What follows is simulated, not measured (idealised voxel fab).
The following process module bears the name voxel double patterning.
In the cross-section labelled cut, the width is 265 nm and each square cell is 5 nm.
When this document writes out a cross-section, it uses a grid of square cells and lists it as bands, beginning at the top and moving down, with a band standing for one or more rows of cells.
Basically the band line says how high the top is and how high the bottom is, in nm, and then what's in it from left to right, every material with its width in nm. Empty space shows up as "air", and if a single material carries "edge to edge" it runs the full band edge to edge.
A quick word on heights: they are counted from 0, and under that level the wafer as it came to us is one material throughout. The lowest band is different from the rest in having no bottom; it simply continues downward, written as in "z 0 and below".
It should be noted that a width expressed as "30->40" varies in equal increments from row to row of cells within the band, taking the value of the first number at the top row and that of the second number at the bottom row.
Basically "no change" means that step didn't change any cell in the cross-section.
Heads up: "Enclosed cavities" only lists the empty pockets with no open path to the top that are 8 cells or more, and it writes them as width x height at distance, distance from the left edge, in nm.
It should be noted that, on the line of a given step, the content following the step's settings is a remark produced by the simulator itself with respect to that step.
"overlay nm" answers the question of how far to the right of plan the mask lay on a step that has a mask, and when it is negative the answer is to the left.

THESE ARE THE STEPS WE PLANNED FOR THE PROCESS
1) RECEIVE (material Si)
2) CONFORMAL_DEP (material SiO2; thk nm 10)
3) DIRECTIONAL_DEP (material W; thk nm 20)
4) DIRECTIONAL_DEP (material SiCN; thk nm 10)
5) DIRECTIONAL_DEP (material aC; thk nm 10)
6) PATTERN (tone open; mask id FIRST; material resist; width nm 15; pitch nm 50; thk nm 30; overlay nm 0)
7) DIRECTIONAL_ETCH (etch materials aC; depth nm 10)
8) STRIP (etch materials resist)
9) DIRECTIONAL_ETCH (etch materials SiCN; depth nm 10)
10) STRIP (etch materials aC)
11) MASKED_ETCH (tone open; mask id SECOND; width nm 15; etch materials SiCN; depth nm 10; overlay nm 0)
12) DIRECTIONAL_ETCH (etch materials W; depth nm 20)
13) STRIP (etch materials SiCN)

CROSS-SECTION, INCOMING MATERIAL, AFTER STEP 1
- z 0 and below  Si edge to edge
- Enclosed cavities: none

THE MODULE WAS RUN FROM THE START SHOWN ABOVE USING THE PLAN SHOWN ABOVE, BUT ONE MISTAKE WAS MADE DOING IT; THE RESULTING WAFER CROSS-SECTION IS BELOW
- z 30 to 20  W 100, then air 15, then W 10, then air 15, then W 10, then air 15, then W 100
- z 20 to 10  W edge to edge
- z 10 to 0  SiO2 edge to edge
- z 0 and below  Si edge to edge
- Enclosed cavities: none
What went wrong in running the wafer? step 12 changed vs plan, executed as DIRECTIONAL_ETCH (etch materials W; depth nm 10)
